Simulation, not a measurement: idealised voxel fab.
process module | voxel released beams
cross-section cut | 210 nm wide | cells 5 nm
A cross-section is a grid of square cells, given in bands from the top down. A band is one or more rows of cells.
Each band's line starts with the height of the band's top and of its bottom, in nm. Then come its materials from left to right, each with its width in nm. One material with "throughout" fills the band from edge to edge. "air" is empty space.
Height 0 is the level under which the wafer as received is all one material. The lowest band goes on downwards, as in "0 down".
A width such as "30 to 40" changes by the same amount from each row of cells to the next, from the band's top row to its bottom row.
"no change" after a step means that no cell of the cross-section changed.
closed voids: empty space of 8 cells or more with no open way to the top, each as width x height at its distance from the left edge, in nm
after a step's settings: what the simulator itself notes on the step
overlay nm, on a step with a mask: how far to the right of its planned place the mask lay; to the left if negative
plan
1 op RECEIVE | material Si
2 op CONFORMAL_DEP | material Al2O3 | thk nm 10
3 op DIRECTIONAL_DEP | material SiO2 | thk nm 10
4 op PATTERN | tone open | mask id ANCHOR | material resist | width nm 35 | thk nm 15 | overlay nm 0
5 op DIRECTIONAL_ETCH | etch materials SiO2 | depth nm 10
6 op STRIP | etch materials resist
7 op CONFORMAL_DEP | material SiN | thk nm 15
8 op PATTERN | tone cover | mask id BEAM | material resist | width nm 105 | thk nm 15 | overlay nm 0
9 op DIRECTIONAL_ETCH | etch materials SiN | depth nm 15
10 op STRIP | etch materials resist
11 op STRIP | etch materials SiO2
as received, after step 1
  0 down: Si throughout
  closed voids: none
first wafer at the end, as planned
  35 to 25: air 50 | SiN 20 | air 5 | SiN 80 | air 55
  25 to 20: air 50 | SiN 105 | air 55
  20 to 10: air 55 | SiN 35 | air 120
  10 to 0: Al2O3 throughout
  0 down: Si throughout
  closed voids: none
second wafer at the end: like start, like plan, one mistake
  25 to 15: air 50 | SiN 20 | air 5 | SiN 80 | air 55
  15 to 10: air 50 | SiN 105 | air 55
  10 to 0: air 55 | SiN 35 | air 120
  0 down: Si throughout
  closed voids: none
what went wrong: step 2 was left out
at the end the second wafer has, in cells: 84 fewer of Al2O3
